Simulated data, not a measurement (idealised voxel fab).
process module | voxel gate over fins
cross-section cut | 285 nm wide | cells 5 nm
A cross-section is a grid of square cells, given in bands from the top down. A band is one or more rows of cells.
Each band's line starts with the height of the band's top and of its bottom, in nm. Then come its materials from left to right, each with its width in nm. One material with "throughout" fills the band from edge to edge. "air" is empty space.
Height 0 is the level under which the wafer as received is all one material. The lowest band goes on downwards, as in "0 down".
A width such as "30 to 40" changes by the same amount from each row of cells to the next, from the band's top row to its bottom row.
"no change" after a step means that no cell of the cross-section changed.
closed voids: empty space of 8 cells or more with no open way to the top, each as width x height at its distance from the left edge, in nm
after a step's settings: what the simulator itself notes on the step
overlay nm, on a step with a mask: how far to the right of its planned place the mask lay; to the left if negative
plan
1 op RECEIVE | material Si
2 op CONFORMAL_DEP | material SiN | thk nm 5
3 op DIRECTIONAL_DEP | material aC | thk nm 15
4 op PATTERN | tone cover | mask id FINS | material resist | width nm 15 | pitch nm 50 | thk nm 30 | overlay nm 0
5 op DIRECTIONAL_ETCH | etch materials aC | depth nm 15
6 op STRIP | etch materials resist
7 op DIRECTIONAL_ETCH | etch materials SiN | depth nm 5
8 op DIRECTIONAL_ETCH | etch materials Si | depth nm 40
9 op STRIP | etch materials aC
10 op FILL_DEP | material SiO2 | thk nm 10
11 op CMP | height nm 5
12 op DIRECTIONAL_DEP | material aC | thk nm 15
13 op PATTERN | tone open | mask id RAIL | material resist | width nm 15 | thk nm 35 | overlay nm 0
14 op DIRECTIONAL_ETCH | etch materials aC | depth nm 15
15 op STRIP | etch materials resist
16 op DIRECTIONAL_ETCH | etch materials SiO2 | depth nm 40
17 op STRIP | etch materials aC
18 op CONFORMAL_DEP | material TiN | thk nm 5
19 op FILL_DEP | material W | thk nm 5
20 op CMP | height nm 5
21 op SELECTIVE_ETCH | etch materials W Ru TiN | depth nm 20
22 op FILL_DEP | material SiO2 | thk nm 5
23 op CMP | height nm 5
24 op SELECTIVE_ETCH | etch materials SiO2 | depth nm 15
25 op STRIP | etch materials SiN
26 op CONFORMAL_DEP | material HfO2 | thk nm 5
27 op CONFORMAL_DEP | material TiN | thk nm 5
28 op CONFORMAL_DEP | material TiAl | thk nm 5
29 op CONFORMAL_DEP | material TiN | thk nm 5
30 op FILL_DEP | material W | thk nm 10
31 op CMP | height nm 25
32 op CONFORMAL_DEP | material SiN | thk nm 10
first wafer, as planned
as received, after step 1
  0 down: Si throughout
  closed voids: none
after step 2
  5 to 0: SiN throughout
  below 0: unchanged
after step 3
  20 to 5: aC throughout
  below 5: unchanged
after step 4
  50 to 20: air 85 | resist 15 | air 35 | resist 15 | air 35 | resist 15 | air 85
  below 20: unchanged
after step 5
  35 to 20: air 85 | resist 15 | air 35 | resist 15 | air 35 | resist 15 | air 85
  20 to 5: air 85 | aC 15 | air 35 | aC 15 | air 35 | aC 15 | air 85
  below 5: unchanged
after step 6
  20 to 5: air 85 | aC 15 | air 35 | aC 15 | air 35 | aC 15 | air 85
  below 5: unchanged
after step 7
  20 to 5: air 85 | aC 15 | air 35 | aC 15 | air 35 | aC 15 | air 85
  5 to 0: air 85 | SiN 15 | air 35 | SiN 15 | air 35 | SiN 15 | air 85
  below 0: unchanged
after step 8
  20 to 5: air 85 | aC 15 | air 35 | aC 15 | air 35 | aC 15 | air 85
  5 to 0: air 85 | SiN 15 | air 35 | SiN 15 | air 35 | SiN 15 | air 85
  0 to -40: air 85 | Si 15 | air 35 | Si 15 | air 35 | Si 15 | air 85
  below -40: unchanged
after step 9
  5 to 0: air 85 | SiN 15 | air 35 | SiN 15 | air 35 | SiN 15 | air 85
  below 0: unchanged
after step 10
  15 to 5: SiO2 throughout
  5 to 0: SiO2 85 | SiN 15 | SiO2 35 | SiN 15 | SiO2 35 | SiN 15 | SiO2 85
  0 to -40: SiO2 85 | Si 15 | SiO2 35 | Si 15 | SiO2 35 | Si 15 | SiO2 85
  below -40: unchanged
after step 11
  5 to 0: SiO2 85 | SiN 15 | SiO2 35 | SiN 15 | SiO2 35 | SiN 15 | SiO2 85
  below 0: unchanged
after step 12
  20 to 5: aC throughout
  below 5: unchanged
after step 13
  55 to 20: resist 110 | air 15 | resist 160
  below 20: unchanged
after step 14
  40 to 20: resist 110 | air 15 | resist 160
  20 to 5: aC 110 | air 15 | aC 160
  below 5: unchanged
after step 15
  20 to 5: aC 110 | air 15 | aC 160
  below 5: unchanged
after step 16
  20 to 5: aC 110 | air 15 | aC 160
  5 to 0: SiO2 85 | SiN 15 | SiO2 10 | air 15 | SiO2 10 | SiN 15 | SiO2 35 | SiN 15 | SiO2 85
  0 to -35: SiO2 85 | Si 15 | SiO2 10 | air 15 | SiO2 10 | Si 15 | SiO2 35 | Si 15 | SiO2 85
  below -35: unchanged
after step 17
  5 to 0: SiO2 85 | SiN 15 | SiO2 10 | air 15 | SiO2 10 | SiN 15 | SiO2 35 | SiN 15 | SiO2 85
  below 0: unchanged
after step 18
  10 to 5: TiN 115 | air 5 | TiN 165
  5 to 0: SiO2 85 | SiN 15 | SiO2 10 | TiN 5 | air 5 | TiN 5 | SiO2 10 | SiN 15 | SiO2 35 | SiN 15 | SiO2 85
  0 to -30: SiO2 85 | Si 15 | SiO2 10 | TiN 5 | air 5 | TiN 5 | SiO2 10 | Si 15 | SiO2 35 | Si 15 | SiO2 85
  -30 to -35: SiO2 85 | Si 15 | SiO2 10 | TiN 15 | SiO2 10 | Si 15 | SiO2 35 | Si 15 | SiO2 85
  below -35: unchanged
after step 19
  15 to 10: W throughout
  10 to 5: TiN 115 | W 5 | TiN 165
  5 to 0: SiO2 85 | SiN 15 | SiO2 10 | TiN 5 | W 5 | TiN 5 | SiO2 10 | SiN 15 | SiO2 35 | SiN 15 | SiO2 85
  0 to -30: SiO2 85 | Si 15 | SiO2 10 | TiN 5 | W 5 | TiN 5 | SiO2 10 | Si 15 | SiO2 35 | Si 15 | SiO2 85
  below -30: unchanged
after step 20
  5 to 0: SiO2 85 | SiN 15 | SiO2 10 | TiN 5 | W 5 | TiN 5 | SiO2 10 | SiN 15 | SiO2 35 | SiN 15 | SiO2 85
  below 0: unchanged
after step 21
  5 to 0: SiO2 85 | SiN 15 | SiO2 10 | air 15 | SiO2 10 | SiN 15 | SiO2 35 | SiN 15 | SiO2 85
  0 to -15: SiO2 85 | Si 15 | SiO2 10 | air 15 | SiO2 10 | Si 15 | SiO2 35 | Si 15 | SiO2 85
  below -15: unchanged
after step 22
  10 to 5: SiO2 throughout
  5 to 0: SiO2 85 | SiN 15 | SiO2 35 | SiN 15 | SiO2 35 | SiN 15 | SiO2 85
  0 to -15: SiO2 85 | Si 15 | SiO2 35 | Si 15 | SiO2 35 | Si 15 | SiO2 85
  below -15: unchanged
after step 23
  5 to 0: SiO2 85 | SiN 15 | SiO2 35 | SiN 15 | SiO2 35 | SiN 15 | SiO2 85
  below 0: unchanged
after step 24
  5 to 0: air 85 | SiN 15 | air 35 | SiN 15 | air 35 | SiN 15 | air 85
  0 to -10: air 85 | Si 15 | air 35 | Si 15 | air 35 | Si 15 | air 85
  below -10: unchanged
after step 25
  0 to -10: air 85 | Si 15 | air 35 | Si 15 | air 35 | Si 15 | air 85
  below -10: unchanged
after step 26
  5 to 0: air 80 | HfO2 25 | air 25 | HfO2 25 | air 25 | HfO2 25 | air 80
  0 to -5: air 80 | HfO2 5 | Si 15 | HfO2 5 | air 25 | HfO2 5 | Si 15 | HfO2 5 | air 25 | HfO2 5 | Si 15 | HfO2 5 | air 80
  -5 to -10: HfO2 85 | Si 15 | HfO2 35 | Si 15 | HfO2 35 | Si 15 | HfO2 85
  below -10: unchanged
after step 27
  10 to 5: air 75 | TiN 35 | air 15 | TiN 35 | air 15 | TiN 35 | air 75
  5 to 0: air 75 | TiN 5 | HfO2 25 | TiN 5 | air 15 | TiN 5 | HfO2 25 | TiN 5 | air 15 | TiN 5 | HfO2 25 | TiN 5 | air 75
  0 to -5: TiN 80 | HfO2 5 | Si 15 | HfO2 5 | TiN 25 | HfO2 5 | Si 15 | HfO2 5 | TiN 25 | HfO2 5 | Si 15 | HfO2 5 | TiN 80
  below -5: unchanged
after step 28
  15 to 10: air 70 | TiAl 45 | air 5 | TiAl 45 | air 5 | TiAl 45 | air 70
  10 to 5: air 70 | TiAl 5 | TiN 35 | TiAl 5 | air 5 | TiAl 5 | TiN 35 | TiAl 5 | air 5 | TiAl 5 | TiN 35 | TiAl 5 | air 70
  5 to 0: TiAl 75 | TiN 5 | HfO2 25 | TiN 5 | TiAl 15 | TiN 5 | HfO2 25 | TiN 5 | TiAl 15 | TiN 5 | HfO2 25 | TiN 5 | TiAl 75
  below 0: unchanged
after step 29
  20 to 15: air 65 | TiN 155 | air 65
  15 to 10: air 65 | TiN 5 | TiAl 45 | TiN 5 | TiAl 45 | TiN 5 | TiAl 45 | TiN 5 | air 65
  10 to 5: TiN 70 | TiAl 5 | TiN 35 | TiAl 5 | TiN 5 | TiAl 5 | TiN 35 | TiAl 5 | TiN 5 | TiAl 5 | TiN 35 | TiAl 5 | TiN 70
  below 5: unchanged
after step 30
  30 to 20: W throughout
  20 to 15: W 65 | TiN 155 | W 65
  15 to 10: W 65 | TiN 5 | TiAl 45 | TiN 5 | TiAl 45 | TiN 5 | TiAl 45 | TiN 5 | W 65
  below 10: unchanged
after step 31
  25 to 20: W throughout
  below 20: unchanged
after step 32
  35 to 25: SiN throughout
  below 25: unchanged
second wafer: like start, like plan, one mistake. Through step 25 it matches the first wafer
when step 26 should have ended
  5 to 0: air 80 | TiN 25 | air 25 | TiN 25 | air 25 | TiN 25 | air 80
  0 to -5: air 80 | TiN 5 | Si 15 | TiN 5 | air 25 | TiN 5 | Si 15 | TiN 5 | air 25 | TiN 5 | Si 15 | TiN 5 | air 80
  -5 to -10: TiN 85 | Si 15 | TiN 35 | Si 15 | TiN 35 | Si 15 | TiN 85
  below -10: unchanged
when step 27 should have ended
  10 to 5: air 75 | HfO2 35 | air 15 | HfO2 35 | air 15 | HfO2 35 | air 75
  5 to 0: air 75 | HfO2 5 | TiN 25 | HfO2 5 | air 15 | HfO2 5 | TiN 25 | HfO2 5 | air 15 | HfO2 5 | TiN 25 | HfO2 5 | air 75
  0 to -5: HfO2 80 | TiN 5 | Si 15 | TiN 5 | HfO2 25 | TiN 5 | Si 15 | TiN 5 | HfO2 25 | TiN 5 | Si 15 | TiN 5 | HfO2 80
  below -5: unchanged
when step 28 should have ended
  15 to 10: air 70 | TiAl 45 | air 5 | TiAl 45 | air 5 | TiAl 45 | air 70
  10 to 5: air 70 | TiAl 5 | HfO2 35 | TiAl 5 | air 5 | TiAl 5 | HfO2 35 | TiAl 5 | air 5 | TiAl 5 | HfO2 35 | TiAl 5 | air 70
  5 to 0: TiAl 75 | HfO2 5 | TiN 25 | HfO2 5 | TiAl 15 | HfO2 5 | TiN 25 | HfO2 5 | TiAl 15 | HfO2 5 | TiN 25 | HfO2 5 | TiAl 75
  below 0: unchanged
when step 29 should have ended
  20 to 15: air 65 | TiN 155 | air 65
  15 to 10: air 65 | TiN 5 | TiAl 45 | TiN 5 | TiAl 45 | TiN 5 | TiAl 45 | TiN 5 | air 65
  10 to 5: TiN 70 | TiAl 5 | HfO2 35 | TiAl 5 | TiN 5 | TiAl 5 | HfO2 35 | TiAl 5 | TiN 5 | TiAl 5 | HfO2 35 | TiAl 5 | TiN 70
  below 5: unchanged
when step 30 should have ended
  30 to 20: W throughout
  20 to 15: W 65 | TiN 155 | W 65
  15 to 10: W 65 | TiN 5 | TiAl 45 | TiN 5 | TiAl 45 | TiN 5 | TiAl 45 | TiN 5 | W 65
  below 10: unchanged
when step 31 should have ended
  25 to 20: W throughout
  below 20: unchanged
when step 32 should have ended
  35 to 25: SiN throughout
  below 25: unchanged
what went wrong: steps 26 and 27 were swapped
at the end the second wafer has, in cells: as many of each material as the first, in other places
